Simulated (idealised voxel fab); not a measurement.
A process module follows: voxel spacer lines.
For reference, the cross-section in this document is cut, with width 200 nm and square cells of 5 nm.
In what follows, cross-sections appear as grids of square cells, described through bands that run from the top down, where every band is one or more rows of cells.
Band: top and bottom heights (nm) first, top before bottom; then materials from left to right, widths in nm. "throughout" marks a sole material filling the band edge to edge. "empty" denotes empty space.
Beneath 0, the wafer as received is one material, and that level is where height counting begins. The lowest band goes on downward without a bottom; it is written like "0 down".
Note: "30 to 40" means the width goes from the first number (top row of the band) to the second number (bottom row) in equal steps per row of cells.
The designation "nothing got changed", where it is given for a processing step, indicates that no cell of the cross-section was altered in the course of that step.
For the entry "Trapped voids", the listed items are empty spaces with no open way to the top whose size is 8 cells or more; each item follows the pattern width x height at distance, where distance is from the left edge and all three are in nm.
Step line, after settings: the simulator's comment on this step.
"overlay nm" denotes, for a step that has a mask, the displacement of the mask to the right of its planned place, with negative values corresponding to the left.
Listed below are the process steps as planned:
step 1: RECEIVE: material Si
step 2: CONFORMAL_DEP: material Al2O3, thk nm 5
step 3: DIRECTIONAL_DEP: material SiN, thk nm 15
step 4: DIRECTIONAL_DEP: material polySi, thk nm 30
step 5: PATTERN: tone cover, mask id MANDREL, material resist, width nm 25, pitch nm 70, thk nm 40, overlay nm 0
step 6: DIRECTIONAL_ETCH: etch materials polySi, depth nm 30
step 7: STRIP: etch materials resist
step 8: CONFORMAL_DEP: material SiO2, thk nm 10
step 9: DIRECTIONAL_ETCH: etch materials SiO2, depth nm 10
step 10: STRIP: etch materials polySi
step 11: DIRECTIONAL_ETCH: etch materials SiN, depth nm 15
step 12: STRIP: etch materials SiO2
The first of the two wafers, which ran as planned:
Incoming wafer, cross-sectional view, post step 1:
    0 down: Si throughout
    Trapped voids: none
Upon completion of step 2, the wafer appears in cross-section as shown:
    5 to 0: Al2O3 throughout
    Note: structure below 0 unchanged.
Upon completion of step 3, the wafer appears in cross-section as shown:
    20 to 5: SiN throughout
    Note: structure below 5 unchanged.
Upon completion of step 4, the wafer appears in cross-section as shown:
    50 to 20: polySi throughout
    Note: structure below 20 unchanged.
Upon completion of step 5, the wafer appears in cross-section as shown:
    90 to 50: empty 15 nm; resist 25 nm; empty 45 nm; resist 25 nm; empty 45 nm; resist 25 nm; empty 20 nm
    Note: structure below 50 unchanged.
Upon completion of step 6, the wafer appears in cross-section as shown:
    90 to 50: empty 15 nm; resist 25 nm; empty 45 nm; resist 25 nm; empty 45 nm; resist 25 nm; empty 20 nm
    50 to 20: empty 15 nm; polySi 25 nm; empty 45 nm; polySi 25 nm; empty 45 nm; polySi 25 nm; empty 20 nm
    Note: structure below 20 unchanged.
Upon completion of step 7, the wafer appears in cross-section as shown:
    50 to 20: empty 15 nm; polySi 25 nm; empty 45 nm; polySi 25 nm; empty 45 nm; polySi 25 nm; empty 20 nm
    Note: structure below 20 unchanged.
Upon completion of step 8, the wafer appears in cross-section as shown:
    60 to 50: empty 5 nm; SiO2 45 nm; empty 25 nm; SiO2 45 nm; empty 25 nm; SiO2 45 nm; empty 10 nm
    50 to 30: empty 5 nm; SiO2 10 nm; polySi 25 nm; SiO2 10 nm; empty 25 nm; SiO2 10 nm; polySi 25 nm; SiO2 10 nm; empty 25 nm; SiO2 10 nm; polySi 25 nm; SiO2 10 nm; empty 10 nm
    30 to 20: SiO2 15 nm; polySi 25 nm; SiO2 45 nm; polySi 25 nm; SiO2 45 nm; polySi 25 nm; SiO2 20 nm
    Note: structure below 20 unchanged.
Upon completion of step 9, the wafer appears in cross-section as shown:
    50 to 20: empty 5 nm; SiO2 10 nm; polySi 25 nm; SiO2 10 nm; empty 25 nm; SiO2 10 nm; polySi 25 nm; SiO2 10 nm; empty 25 nm; SiO2 10 nm; polySi 25 nm; SiO2 10 nm; empty 10 nm
    Note: structure below 20 unchanged.
Upon completion of step 10, the wafer appears in cross-section as shown:
    50 to 20: empty 5 nm; SiO2 10 nm; empty 25 nm; SiO2 10 nm; empty 25 nm; SiO2 10 nm; empty 25 nm; SiO2 10 nm; empty 25 nm; SiO2 10 nm; empty 25 nm; SiO2 10 nm; empty 10 nm
    Note: structure below 20 unchanged.
Upon completion of step 11, the wafer appears in cross-section as shown:
    50 to 20: empty 5 nm; SiO2 10 nm; empty 25 nm; SiO2 10 nm; empty 25 nm; SiO2 10 nm; empty 25 nm; SiO2 10 nm; empty 25 nm; SiO2 10 nm; empty 25 nm; SiO2 10 nm; empty 10 nm
    20 to 5: empty 5 nm; SiN 10 nm; empty 25 nm; SiN 10 nm; empty 25 nm; SiN 10 nm; empty 25 nm; SiN 10 nm; empty 25 nm; SiN 10 nm; empty 25 nm; SiN 10 nm; empty 10 nm
    Note: structure below 5 unchanged.
Upon completion of step 12, the wafer appears in cross-section as shown:
    20 to 5: empty 5 nm; SiN 10 nm; empty 25 nm; SiN 10 nm; empty 25 nm; SiN 10 nm; empty 25 nm; SiN 10 nm; empty 25 nm; SiN 10 nm; empty 25 nm; SiN 10 nm; empty 10 nm
    Note: structure below 5 unchanged.
Wafer two. Identical start, identical plan. One mistake in execution. Identical history through step 4:
Second wafer, section view, time point: scheduled end of step 5:
    90 to 50: empty 20 nm; resist 25 nm; empty 45 nm; resist 25 nm; empty 45 nm; resist 25 nm; empty 15 nm
    Note: structure below 50 unchanged.
Second wafer, section view, time point: scheduled end of step 6:
    90 to 50: empty 20 nm; resist 25 nm; empty 45 nm; resist 25 nm; empty 45 nm; resist 25 nm; empty 15 nm
    50 to 20: empty 20 nm; polySi 25 nm; empty 45 nm; polySi 25 nm; empty 45 nm; polySi 25 nm; empty 15 nm
    Note: structure below 20 unchanged.
Second wafer, section view, time point: scheduled end of step 7:
    50 to 20: empty 20 nm; polySi 25 nm; empty 45 nm; polySi 25 nm; empty 45 nm; polySi 25 nm; empty 15 nm
    Note: structure below 20 unchanged.
Second wafer, section view, time point: scheduled end of step 8:
    60 to 50: empty 10 nm; SiO2 45 nm; empty 25 nm; SiO2 45 nm; empty 25 nm; SiO2 45 nm; empty 5 nm
    50 to 30: empty 10 nm; SiO2 10 nm; polySi 25 nm; SiO2 10 nm; empty 25 nm; SiO2 10 nm; polySi 25 nm; SiO2 10 nm; empty 25 nm; SiO2 10 nm; polySi 25 nm; SiO2 10 nm; empty 5 nm
    30 to 20: SiO2 20 nm; polySi 25 nm; SiO2 45 nm; polySi 25 nm; SiO2 45 nm; polySi 25 nm; SiO2 15 nm
    Note: structure below 20 unchanged.
Second wafer, section view, time point: scheduled end of step 9:
    50 to 20: empty 10 nm; SiO2 10 nm; polySi 25 nm; SiO2 10 nm; empty 25 nm; SiO2 10 nm; polySi 25 nm; SiO2 10 nm; empty 25 nm; SiO2 10 nm; polySi 25 nm; SiO2 10 nm; empty 5 nm
    Note: structure below 20 unchanged.
Second wafer, section view, time point: scheduled end of step 10:
    50 to 20: empty 10 nm; SiO2 10 nm; empty 25 nm; SiO2 10 nm; empty 25 nm; SiO2 10 nm; empty 25 nm; SiO2 10 nm; empty 25 nm; SiO2 10 nm; empty 25 nm; SiO2 10 nm; empty 5 nm
    Note: structure below 20 unchanged.
Second wafer, section view, time point: scheduled end of step 11:
    50 to 20: empty 10 nm; SiO2 10 nm; empty 25 nm; SiO2 10 nm; empty 25 nm; SiO2 10 nm; empty 25 nm; SiO2 10 nm; empty 25 nm; SiO2 10 nm; empty 25 nm; SiO2 10 nm; empty 5 nm
    20 to 5: empty 10 nm; SiN 10 nm; empty 25 nm; SiN 10 nm; empty 25 nm; SiN 10 nm; empty 25 nm; SiN 10 nm; empty 25 nm; SiN 10 nm; empty 25 nm; SiN 10 nm; empty 5 nm
    Note: structure below 5 unchanged.
Second wafer, section view, time point: scheduled end of step 12:
    20 to 5: empty 10 nm; SiN 10 nm; empty 25 nm; SiN 10 nm; empty 25 nm; SiN 10 nm; empty 25 nm; SiN 10 nm; empty 25 nm; SiN 10 nm; empty 25 nm; SiN 10 nm; empty 5 nm
    Note: structure below 5 unchanged.
what went wrong: for step 5, the planned setting was not used; the step was instead run as PATTERN: tone cover, mask id MANDREL, material resist, width nm 25, pitch nm 70, thk nm 40, overlay nm 5
When the process is done, the second wafer contains the same cell count of every material as the first wafer, but distributed over other locations.
